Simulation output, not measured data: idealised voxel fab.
Presented below is a process module, voxel self aligned vias.
Square cells of 5 nm make up the cross-section cut, whose width is 245 nm.
In this document a cross-section is written as a grid of square cells. It is given as a series of bands, listed from the top down, and a band is one or more rows of cells. For a band, the entry starts with two heights in nm, that of the top and then that of the bottom, and carries on with the band's materials in order from left to right, each alongside its width in nm; the word "edge to edge" beside a single material means it fills the band edge to edge, and "blank" means empty space. Counting heights begins at 0, where everything beneath is, in the wafer as received, one material. The lowest band has no bottom; it goes on downwards, as "0 and below" shows. Per-row width for "30..40": begins at first number (top row of band), ends at second number (bottom row), increment between rows held constant. "no modification" (step): cross-section cells unchanged, all of them. For the entry "Sealed void list", the listed items are empty spaces with no open way to the top whose size is 8 cells or more; each item follows the pattern width x height at distance, where distance is from the left edge and all three are in nm. Text after the settings on a step's line: the simulator's own remark on that step. overlay nm: mask offset rightward from planned place, masked step; negative means leftward offset.
### Process steps foreseen in the plan
1: RECEIVE (material Si)
2: CONFORMAL_DEP (material SiO2; thk nm 10)
3: CONFORMAL_DEP (material SiCN; thk nm 5)
4: DIRECTIONAL_DEP (material lowk; thk nm 25)
5: MASKED_ETCH (tone open; mask id LINES; width nm 25; pitch nm 75; etch materials lowk; depth nm 25; overlay nm 0)
6: CONFORMAL_DEP (material TiN; thk nm 5)
7: FILL_DEP (material Ru; thk nm 10)
8: CMP (height nm 40)
9: SELECTIVE_ETCH (etch materials W Ru TiN; depth nm 5)
10: FILL_DEP (material SiN; thk nm 5)
11: CMP (height nm 40)
12: DIRECTIONAL_DEP (material lowk; thk nm 15)
13: DIRECTIONAL_DEP (material aC; thk nm 10)
14: PATTERN (tone open; mask id VIAS; material resist; width nm 45; thk nm 25; overlay nm 0)
15: DIRECTIONAL_ETCH (etch materials aC; depth nm 10)
16: STRIP (etch materials resist)
17: DIRECTIONAL_ETCH (etch materials lowk; depth nm 15)
18: DIRECTIONAL_ETCH (etch materials SiN; depth nm 5)
19: STRIP (etch materials aC)
20: CONFORMAL_DEP (material TiN; thk nm 5)
21: FILL_DEP (material Ru; thk nm 10)
22: CMP (height nm 55)
23: CONFORMAL_DEP (material SiCN; thk nm 5)
### This is the cross-section of the wafer as we received it, i.e. after step 1
0 and below = Si edge to edge
Sealed void list: none
### first wafer at the end, as planned
60 down to 55 = SiCN edge to edge
55 down to 45 = 60 of lowk, 5 of TiN, 35 of Ru, 5 of TiN, 140 of lowk
45 down to 40 = 60 of lowk, 15 of TiN, 15 of Ru, 15 of TiN, 140 of lowk
40 down to 35 = 70 of lowk, 25 of TiN, 50 of lowk, 25 of SiN, 75 of lowk
35 down to 20 = 70 of lowk, 5 of TiN, 15 of Ru, 5 of TiN, 50 of lowk, 5 of TiN, 15 of Ru, 5 of TiN, 75 of lowk
20 down to 15 = 70 of lowk, 25 of TiN, 50 of lowk, 25 of TiN, 75 of lowk
15 down to 10 = SiCN edge to edge
10 down to 0 = SiO2 edge to edge
0 and below = Si edge to edge
Sealed void list: none
### Here's the second of our two wafers sectioned at module end. Same start as the first, same plan, but one mistake got made running it
60 down to 55 = SiCN edge to edge
55 down to 45 = 60 of lowk, 5 of TiN, 35 of Ru, 5 of TiN, 140 of lowk
45 down to 40 = 60 of lowk, 15 of TiN, 15 of Ru, 15 of TiN, 140 of lowk
40 down to 35 = 70 of lowk, 25 of TiN, 50 of lowk, 25 of SiN, 75 of lowk
35 down to 20 = 70 of lowk, 5 of TiN, 15 of Ru, 5 of TiN, 50 of lowk, 5 of TiN, 15 of Ru, 5 of TiN, 75 of lowk
20 down to 15 = 70 of lowk, 25 of TiN, 50 of lowk, 25 of TiN, 75 of lowk
15 down to 10 = SiCN edge to edge
10 down to 0 = SiN edge to edge
0 and below = Si edge to edge
Sealed void list: none
Here's what went sideways: step 2 did not happen as planned, as run it was CONFORMAL_DEP (material SiN; thk nm 10)
Bottom line after processing is that, in cells, the second wafer is up or down on some materials versus the first: SiN +98; SiO2 -98
